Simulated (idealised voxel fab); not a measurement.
Process module in this document: voxel wiring stack
Cross-section cut: width 165 nm, square cells of 5 nm.
How to read a cross-section here: the picture is a grid of square cells, written as bands going from the top down, and any band can span one or more rows of cells.
For a band, the entry starts with two heights in nm, that of the top and then that of the bottom, and carries on with the band's materials in order from left to right, each alongside its width in nm; the word "all across" beside a single material means it fills the band edge to edge, and "blank" means empty space.
Note: height 0 marks the level under which the wafer is uniformly one material as received. Lowest band unbounded below, written "0 down".
A width given as "30->40" starts at the first number in the band's top row and ends at the second number in its bottom row, shifting by an equal amount at every step from row to row.
Where the words "nothing changed" appear for a step, the cross-section shows no cell changed by that step; every cell remained as before.
Look at "Completely enclosed voids" for the closed voids: empty spaces with no open path to the top, sized 8 cells or up. Each is width x height at distance, distance from the left edge, all nm.
Whatever follows a step's settings on its line is a remark the simulator itself makes about that step.
The setting "overlay nm" may be written on the line of a step. When the step uses a mask, the value reports how far to the right of the planned place the mask lay, and a negative value reports that it lay to the left.

Intended process steps:
1,RECEIVE, material Si
2,CONFORMAL_DEP, material SiO2, thk nm 10
3,CONFORMAL_DEP, material SiCN, thk nm 5
4,DIRECTIONAL_DEP, material lowk, thk nm 20
5,MASKED_ETCH, tone open, mask id METAL_1, width nm 20, pitch nm 35, etch materials lowk, depth nm 20, overlay nm 0
6,MASKED_ETCH, tone open, mask id METAL_1, width nm 20, pitch nm 35, etch materials SiCN, depth nm 5, overlay nm 0
7,CONFORMAL_DEP, material TiN, thk nm 5
8,FILL_DEP, material Ru, thk nm 10
9,CMP, height nm 35
10,CONFORMAL_DEP, material SiCN, thk nm 5
11,DIRECTIONAL_DEP, material SiO2, thk nm 35
12,MASKED_ETCH, tone open, mask id METAL_2, width nm 20, pitch nm 35, etch materials SiO2, depth nm 20, overlay nm 0
13,MASKED_ETCH, tone open, mask id METAL_2_HOLES, width nm 15, pitch nm 70, etch materials SiO2, depth nm 15, overlay nm 0
14,MASKED_ETCH, tone open, mask id METAL_2_HOLES, width nm 15, pitch nm 70, etch materials SiCN, depth nm 5, overlay nm 0
15,CONFORMAL_DEP, material TiN, thk nm 5
16,FILL_DEP, material Cu, thk nm 5
17,CMP, height nm 75
18,CONFORMAL_DEP, material SiCN, thk nm 5

Cross-sectional view of the wafer in its as-received condition, corresponding to the state after step 1:
0 down  Si all across
Completely enclosed voids: none

End state of the module in cross-section, given the above starting point and plan and one mistake in execution:
80 to 75  SiCN all across
75 to 40  SiO2 all across
40 to 35  SiCN all across
35 to 15  lowk: 35, TiN: 5, Ru: 10, TiN: 5, lowk: 15, TiN: 5, Ru: 10, TiN: 5, lowk: 15, TiN: 5, Ru: 10, TiN: 5, lowk: 40
15 to 10  SiCN: 35, TiN: 20, SiCN: 15, TiN: 20, SiCN: 15, TiN: 20, SiCN: 40
10 to 0  SiO2 all across
0 down  Si all across
Completely enclosed voids: none
Which mistake was made when the wafer was run? in the plan, step 11 was performed twice
